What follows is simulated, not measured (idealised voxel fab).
Process module, titled voxel local oxidation
Cross-sectional view cut (width: 270 nm; square cell size: 5 nm).
How to read a cross-section here: the picture is a grid of square cells, written as bands going from the top down, and any band can span one or more rows of cells. Look at the band entry: it leads with the top's height and the bottom's height in nm. Then it lists the materials left to right, with a width in nm for each. The word "all across" on a single material says that material fills the band edge to edge. The word "air" is empty space. Heads up on the height convention: 0 is the point under which the incoming wafer is all one material, and the lowest band has no bottom, it just keeps going down, like "0 nm and below". Quick explanation for "30..40": the width changes in equal steps down the rows of cells, from the first number in the band's top row to the second number in its bottom row. No cell of the cross-section changed in a step that is given as "nothing got changed". Empty spaces counting at least 8 cells and having no open way to the top are listed in "Sealed void listing". The notation width x height at distance is used for each, the distance being from the left edge and all three values in nm. On each step's line, the part that comes after the settings is the simulator's own comment on the step. A step line may carry the setting "overlay nm", which, for steps involving a mask, states the distance by which the mask lay to the right of its intended position; negative values denote displacement to the left.
## Steps planned for the process
1) RECEIVE: material Si
2) OXIDIZE: depth nm 5
3) CONFORMAL_DEP: material SiN, thk nm 10
4) PATTERN: tone cover, mask id ACTIVE, material resist, width nm 125, thk nm 20, overlay nm 0
5) DIRECTIONAL_ETCH: etch materials SiN, depth nm 10
6) STRIP: etch materials resist
7) SELECTIVE_ETCH: etch materials SiO2, depth nm 5
8) OXIDIZE: depth nm 15
9) STRIP: etch materials SiN
## Cross-section of the wafer as it came to us, i.e., already through step 1
  0 nm and below  Si all across
  Sealed void listing: none
## Final cross-section, module run with one mistake (start and plan as above)
  5 nm to -5 nm  SiO2 all across
  -5 nm and below  Si all across
  Sealed void listing: none
What was done differently from what was planned? step 3, actual vs plan mismatch, actual run CONFORMAL_DEP: material SiO2, thk nm 10
